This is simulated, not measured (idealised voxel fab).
process module | voxel self aligned vias
cross-section cut | 235 nm wide | cells 5 nm
A cross-section is a grid of square cells, given in bands from the top down. A band is one or more rows of cells.
Each band's line starts with the height of the band's top and of its bottom, in nm. Then come its materials from left to right, each with its width in nm. One material with "throughout" fills the band from edge to edge. "air" is empty space.
Height 0 is the level under which the wafer as received is all one material. The lowest band goes on downwards, as in "0 down".
A width such as "30 to 40" changes by the same amount from each row of cells to the next, from the band's top row to its bottom row.
"no change" after a step means that no cell of the cross-section changed.
closed voids: empty space of 8 cells or more with no open way to the top, each as width x height at its distance from the left edge, in nm
after a step's settings: what the simulator itself notes on the step
overlay nm, on a step with a mask: how far to the right of its planned place the mask lay; to the left if negative
plan
1 op RECEIVE | material Si
2 op CONFORMAL_DEP | material SiO2 | thk nm 10
3 op CONFORMAL_DEP | material SiCN | thk nm 5
4 op DIRECTIONAL_DEP | material SiO2 | thk nm 20
5 op PATTERN | tone open | mask id LINES | material resist | width nm 30 | pitch nm 70 | thk nm 20 | overlay nm 0
6 op DIRECTIONAL_ETCH | etch materials SiO2 | depth nm 20
7 op STRIP | etch materials resist
8 op CONFORMAL_DEP | material TiN | thk nm 5
9 op FILL_DEP | material Ru | thk nm 5
10 op CMP | height nm 35
11 op SELECTIVE_ETCH | etch materials W Ru TiN | depth nm 10
12 op FILL_DEP | material SiN | thk nm 5
13 op CMP | height nm 35
14 op DIRECTIONAL_DEP | material SiO2 | thk nm 15
15 op DIRECTIONAL_DEP | material aC | thk nm 15
16 op PATTERN | tone open | mask id VIAS | material resist | width nm 50 | pitch nm 70 | thk nm 35 | overlay nm 0
17 op DIRECTIONAL_ETCH | etch materials aC | depth nm 15
18 op STRIP | etch materials resist
19 op DIRECTIONAL_ETCH | etch materials SiO2 | depth nm 15
20 op DIRECTIONAL_ETCH | etch materials SiN | depth nm 10
21 op STRIP | etch materials aC
22 op CONFORMAL_DEP | material TiN | thk nm 5
23 op FILL_DEP | material W | thk nm 5
24 op CMP | height nm 50
25 op CONFORMAL_DEP | material SiCN | thk nm 5
first wafer, as planned
as received, after step 1
  0 down: Si throughout
  closed voids: none
after step 2
  10 to 0: SiO2 throughout
  below 0: unchanged
after step 3
  15 to 10: SiCN throughout
  below 10: unchanged
after step 4
  35 to 15: SiO2 throughout
  below 15: unchanged
after step 5
  55 to 35: resist 30 | air 30 | resist 40 | air 30 | resist 40 | air 30 | resist 35
  below 35: unchanged
after step 6
  55 to 35: resist 30 | air 30 | resist 40 | air 30 | resist 40 | air 30 | resist 35
  35 to 15: SiO2 30 | air 30 | SiO2 40 | air 30 | SiO2 40 | air 30 | SiO2 35
  below 15: unchanged
after step 7
  35 to 15: SiO2 30 | air 30 | SiO2 40 | air 30 | SiO2 40 | air 30 | SiO2 35
  below 15: unchanged
after step 8
  40 to 35: TiN 35 | air 20 | TiN 50 | air 20 | TiN 50 | air 20 | TiN 40
  35 to 20: SiO2 30 | TiN 5 | air 20 | TiN 5 | SiO2 40 | TiN 5 | air 20 | TiN 5 | SiO2 40 | TiN 5 | air 20 | TiN 5 | SiO2 35
  20 to 15: SiO2 30 | TiN 30 | SiO2 40 | TiN 30 | SiO2 40 | TiN 30 | SiO2 35
  below 15: unchanged
after step 9
  45 to 40: Ru throughout
  40 to 35: TiN 35 | Ru 20 | TiN 50 | Ru 20 | TiN 50 | Ru 20 | TiN 40
  35 to 20: SiO2 30 | TiN 5 | Ru 20 | TiN 5 | SiO2 40 | TiN 5 | Ru 20 | TiN 5 | SiO2 40 | TiN 5 | Ru 20 | TiN 5 | SiO2 35
  below 20: unchanged
after step 10
  35 to 20: SiO2 30 | TiN 5 | Ru 20 | TiN 5 | SiO2 40 | TiN 5 | Ru 20 | TiN 5 | SiO2 40 | TiN 5 | Ru 20 | TiN 5 | SiO2 35
  below 20: unchanged
after step 11
  35 to 25: SiO2 30 | air 30 | SiO2 40 | air 30 | SiO2 40 | air 30 | SiO2 35
  below 25: unchanged
after step 12
  40 to 35: SiN throughout
  35 to 25: SiO2 30 | SiN 30 | SiO2 40 | SiN 30 | SiO2 40 | SiN 30 | SiO2 35
  below 25: unchanged
after step 13
  35 to 25: SiO2 30 | SiN 30 | SiO2 40 | SiN 30 | SiO2 40 | SiN 30 | SiO2 35
  below 25: unchanged
after step 14
  50 to 35: SiO2 throughout
  below 35: unchanged
after step 15
  65 to 50: aC throughout
  below 50: unchanged
after step 16
  100 to 65: resist 20 | air 50 | resist 20 | air 50 | resist 20 | air 50 | resist 25
  below 65: unchanged
after step 17
  85 to 65: resist 20 | air 50 | resist 20 | air 50 | resist 20 | air 50 | resist 25
  65 to 50: aC 20 | air 50 | aC 20 | air 50 | aC 20 | air 50 | aC 25
  below 50: unchanged
after step 18
  65 to 50: aC 20 | air 50 | aC 20 | air 50 | aC 20 | air 50 | aC 25
  below 50: unchanged
after step 19
  65 to 50: aC 20 | air 50 | aC 20 | air 50 | aC 20 | air 50 | aC 25
  50 to 35: SiO2 20 | air 50 | SiO2 20 | air 50 | SiO2 20 | air 50 | SiO2 25
  below 35: unchanged
after step 20
  65 to 50: aC 20 | air 50 | aC 20 | air 50 | aC 20 | air 50 | aC 25
  50 to 35: SiO2 20 | air 50 | SiO2 20 | air 50 | SiO2 20 | air 50 | SiO2 25
  35 to 25: SiO2 30 | air 30 | SiO2 40 | air 30 | SiO2 40 | air 30 | SiO2 35
  below 25: unchanged
after step 21
  50 to 35: SiO2 20 | air 50 | SiO2 20 | air 50 | SiO2 20 | air 50 | SiO2 25
  below 35: unchanged
after step 22
  55 to 50: TiN 25 | air 40 | TiN 30 | air 40 | TiN 30 | air 40 | TiN 30
  50 to 40: SiO2 20 | TiN 5 | air 40 | TiN 5 | SiO2 20 | TiN 5 | air 40 | TiN 5 | SiO2 20 | TiN 5 | air 40 | TiN 5 | SiO2 25
  40 to 30: SiO2 20 to 30 | TiN 15 to 5 | air 20 | TiN 15 to 5 | SiO2 20 to 40 | TiN 15 to 5 | air 20 | TiN 15 to 5 | SiO2 20 to 40 | TiN 15 to 5 | air 20 | TiN 15 to 5 | SiO2 25 to 35
  30 to 25: SiO2 30 | TiN 30 | SiO2 40 | TiN 30 | SiO2 40 | TiN 30 | SiO2 35
  below 25: unchanged
after step 23
  60 to 55: W throughout
  55 to 50: TiN 25 | W 40 | TiN 30 | W 40 | TiN 30 | W 40 | TiN 30
  50 to 40: SiO2 20 | TiN 5 | W 40 | TiN 5 | SiO2 20 | TiN 5 | W 40 | TiN 5 | SiO2 20 | TiN 5 | W 40 | TiN 5 | SiO2 25
  40 to 30: SiO2 20 to 30 | TiN 15 to 5 | W 20 | TiN 15 to 5 | SiO2 20 to 40 | TiN 15 to 5 | W 20 | TiN 15 to 5 | SiO2 20 to 40 | TiN 15 to 5 | W 20 | TiN 15 to 5 | SiO2 25 to 35
  below 30: unchanged
after step 24
  50 to 40: SiO2 20 | TiN 5 | W 40 | TiN 5 | SiO2 20 | TiN 5 | W 40 | TiN 5 | SiO2 20 | TiN 5 | W 40 | TiN 5 | SiO2 25
  below 40: unchanged
after step 25
  55 to 50: SiCN throughout
  below 50: unchanged
second wafer: like start, like plan, one mistake. Through step 15 it matches the first wafer
when step 16 should have ended
  100 to 65: air 20 | resist 50 | air 20 | resist 50 | air 20 | resist 50 | air 25
  below 65: unchanged
when step 17 should have ended
  85 to 65: air 20 | resist 50 | air 20 | resist 50 | air 20 | resist 50 | air 25
  65 to 50: air 20 | aC 50 | air 20 | aC 50 | air 20 | aC 50 | air 25
  below 50: unchanged
when step 18 should have ended
  65 to 50: air 20 | aC 50 | air 20 | aC 50 | air 20 | aC 50 | air 25
  below 50: unchanged
when step 19 should have ended
  65 to 50: air 20 | aC 50 | air 20 | aC 50 | air 20 | aC 50 | air 25
  50 to 35: air 20 | SiO2 50 | air 20 | SiO2 50 | air 20 | SiO2 50 | air 25
  below 35: unchanged
when step 20 should have ended: no change
when step 21 should have ended
  50 to 35: air 20 | SiO2 50 | air 20 | SiO2 50 | air 20 | SiO2 50 | air 25
  below 35: unchanged
when step 22 should have ended
  55 to 50: air 15 | TiN 60 | air 10 | TiN 60 | air 10 | TiN 60 | air 20
  50 to 40: air 15 | TiN 5 | SiO2 50 | TiN 5 | air 10 | TiN 5 | SiO2 50 | TiN 5 | air 10 | TiN 5 | SiO2 50 | TiN 5 | air 20
  40 to 35: TiN 20 | SiO2 50 | TiN 20 | SiO2 50 | TiN 20 | SiO2 50 | TiN 25
  below 35: unchanged
when step 23 should have ended
  60 to 55: W throughout
  55 to 50: W 15 | TiN 60 | W 10 | TiN 60 | W 10 | TiN 60 | W 20
  50 to 40: W 15 | TiN 5 | SiO2 50 | TiN 5 | W 10 | TiN 5 | SiO2 50 | TiN 5 | W 10 | TiN 5 | SiO2 50 | TiN 5 | W 20
  below 40: unchanged
when step 24 should have ended
  50 to 40: W 15 | TiN 5 | SiO2 50 | TiN 5 | W 10 | TiN 5 | SiO2 50 | TiN 5 | W 10 | TiN 5 | SiO2 50 | TiN 5 | W 20
  below 40: unchanged
when step 25 should have ended
  55 to 50: SiCN throughout
  below 50: unchanged
what went wrong: step 16 ran as: op PATTERN | tone cover | mask id VIAS | material resist | width nm 50 | pitch nm 70 | thk nm 35 | overlay nm 0
at the end the second wafer has, in cells: 36 more of SiN | 39 more of SiO2 | 25 fewer of TiN | 50 fewer of W
